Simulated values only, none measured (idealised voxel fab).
process module | voxel gate over fins
cross-section cut | 170 nm wide | cells 5 nm
A cross-section is a grid of square cells, given in bands from the top down. A band is one or more rows of cells.
Each band's line starts with the height of the band's top and of its bottom, in nm. Then come its materials from left to right, each with its width in nm. One material with "throughout" fills the band from edge to edge. "air" is empty space.
Height 0 is the level under which the wafer as received is all one material. The lowest band goes on downwards, as in "0 down".
A width such as "30 to 40" changes by the same amount from each row of cells to the next, from the band's top row to its bottom row.
"no change" after a step means that no cell of the cross-section changed.
closed voids: empty space of 8 cells or more with no open way to the top, each as width x height at its distance from the left edge, in nm
after a step's settings: what the simulator itself notes on the step
overlay nm, on a step with a mask: how far to the right of its planned place the mask lay; to the left if negative
plan
1 op RECEIVE | material Si
2 op CONFORMAL_DEP | material SiN | thk nm 5
3 op DIRECTIONAL_DEP | material aC | thk nm 10
4 op PATTERN | tone cover | mask id FINS | material resist | width nm 15 | pitch nm 55 | thk nm 30 | overlay nm 0
5 op DIRECTIONAL_ETCH | etch materials aC | depth nm 10
6 op STRIP | etch materials resist
7 op DIRECTIONAL_ETCH | etch materials SiN | depth nm 5
8 op DIRECTIONAL_ETCH | etch materials Si | depth nm 30
9 op STRIP | etch materials aC
10 op OXIDIZE | depth nm 5
11 op FILL_DEP | material SiO2 | thk nm 5
12 op CMP | height nm 5
13 op MASKED_ETCH | tone open | mask id RAIL | width nm 15 | etch materials SiO2 | depth nm 30 | overlay nm 0
14 op CONFORMAL_DEP | material TiN | thk nm 5
15 op FILL_DEP | material W | thk nm 5
16 op CMP | height nm 5
17 op SELECTIVE_ETCH | etch materials W Ru TiN | depth nm 25
18 op FILL_DEP | material SiO2 | thk nm 5
19 op CMP | height nm 5
20 op SELECTIVE_ETCH | etch materials SiO2 | depth nm 20
21 op STRIP | etch materials SiN
22 op CONFORMAL_DEP | material HfO2 | thk nm 5
23 op CONFORMAL_DEP | material TiN | thk nm 5
24 op FILL_DEP | material W | thk nm 15
25 op CMP | height nm 20
26 op CONFORMAL_DEP | material SiN | thk nm 10
varied across the wafers: width nm of step 4. The plan shows the first wafer's value. All wafers start alike
first wafer as received, after step 1
  0 down: Si throughout
  closed voids: none
each wafer at the end: cells of each material gained (+) or lost (-) since it was received, then its closed voids
width nm 15 | +52 HfO2 | -217 Si | +68 SiN | +121 SiO2 | +55 TiN | +125 W | closed voids: none
width nm 20 | +52 HfO2 | -196 Si | +68 SiN | +109 SiO2 | +55 TiN | +116 W | closed voids: none
width nm 25 | +52 HfO2 | -175 Si | +68 SiN | +97 SiO2 | +55 TiN | +107 W | closed voids: none
width nm 30 | +52 HfO2 | -154 Si | +68 SiN | +85 SiO2 | +55 TiN | +98 W | closed voids: none
